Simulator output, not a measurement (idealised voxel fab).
The following is a process module called voxel self aligned contacts.
Pictured: cross-section cut, 300 nm wide, on a grid of 5 nm square cells.
Think of the cross-section as a grid of square cells. We describe it in bands, top to bottom, and each band covers one or more rows of those cells. A band entry consists of two parts. The first gives the height of the band's top and the height of its bottom, in nm. The rest lists the band's materials from left to right, each with its width in nm. A single material labelled with the word "all across" fills the band from edge to edge, and the word "empty" marks empty space. Heads up on the height convention: 0 is the point under which the incoming wafer is all one material, and the lowest band has no bottom, it just keeps going down, like "z 0 and below". Top row gets the first number, bottom row gets the second, and each row in between changes by the same step: that is how a band width like "30..40" works. "no alteration" after a step means that no cell of the cross-section changed. Empty spaces without an open route to the top, at least 8 cells in extent, make up the entry "Closed void register"; each is given as width x height at distance, where the distance is measured from the left edge, and all are in nm. Text after the settings on a step's line: the simulator's own remark on that step. overlay nm, on a step with a mask: how far to the right of its planned place the mask lay; to the left if negative.
[Process steps foreseen in the plan]
- 1: RECEIVE | material Si
- 2: OXIDIZE | depth nm 5
- 3: DIRECTIONAL_DEP | material polySi | thk nm 30
- 4: DIRECTIONAL_DEP | material SiN | thk nm 20
- 5: PATTERN | tone cover | mask id GATE | material resist | width nm 25 | pitch nm 60 | thk nm 20 | overlay nm 0
- 6: DIRECTIONAL_ETCH | etch materials SiN | depth nm 20
- 7: DIRECTIONAL_ETCH | etch materials polySi | depth nm 30
- 8: STRIP | etch materials resist
- 9: CONFORMAL_DEP | material SiN | thk nm 10
- 10: DIRECTIONAL_ETCH | etch materials SiN | depth nm 10
- 11: FILL_DEP | material SiO2 | thk nm 15
- 12: CMP | height nm 55
- 13: DIRECTIONAL_DEP | material aC | thk nm 15
- 14: PATTERN | tone open | mask id CONTACT | material resist | width nm 45 | pitch nm 60 | thk nm 30 | overlay nm 0
- 15: DIRECTIONAL_ETCH | etch materials aC | depth nm 15
- 16: STRIP | etch materials resist
- 17: DIRECTIONAL_ETCH | etch materials SiO2 | depth nm 60
- 18: STRIP | etch materials aC
- 19: CONFORMAL_DEP | material TiN | thk nm 5
- 20: FILL_DEP | material W | thk nm 5
- 21: CMP | height nm 55
- 22: CONFORMAL_DEP | material SiCN | thk nm 5
[Here's what the wafer looked like in cross-section when it arrived - that's after step 1]
    z 0 and below = Si all across
    Closed void register: none
[Same starting wafer, same plan as above, one mistake in the execution; this is the cross-section at the end of the module]
    z 60 to 55 = SiCN all across
    z 55 to 50 = SiO2 95 | TiN 20 | polySi 5 | TiN 20 | SiO2 15 | TiN 20 | polySi 5 | TiN 20 | SiO2 100
    z 50 to 30 = SiO2 65 | SiN 45 | TiN 5 | polySi 5 | TiN 5 | SiN 45 | TiN 5 | polySi 5 | TiN 5 | SiN 45 | SiO2 70
    z 30 to 0 = SiO2 65 | SiN 10 | polySi 25 | SiN 10 | TiN 5 | polySi 5 | TiN 5 | SiN 10 | polySi 25 | SiN 10 | TiN 5 | polySi 5 | TiN 5 | SiN 10 | polySi 25 | SiN 10 | SiO2 70
    z 0 to -5 = SiO2 110 | TiN 15 | SiO2 45 | TiN 15 | SiO2 115
    z -5 and below = Si all across
    Closed void register: none
Run error: off-plan run, step 20, actual operation and settings FILL_DEP | material polySi | thk nm 5
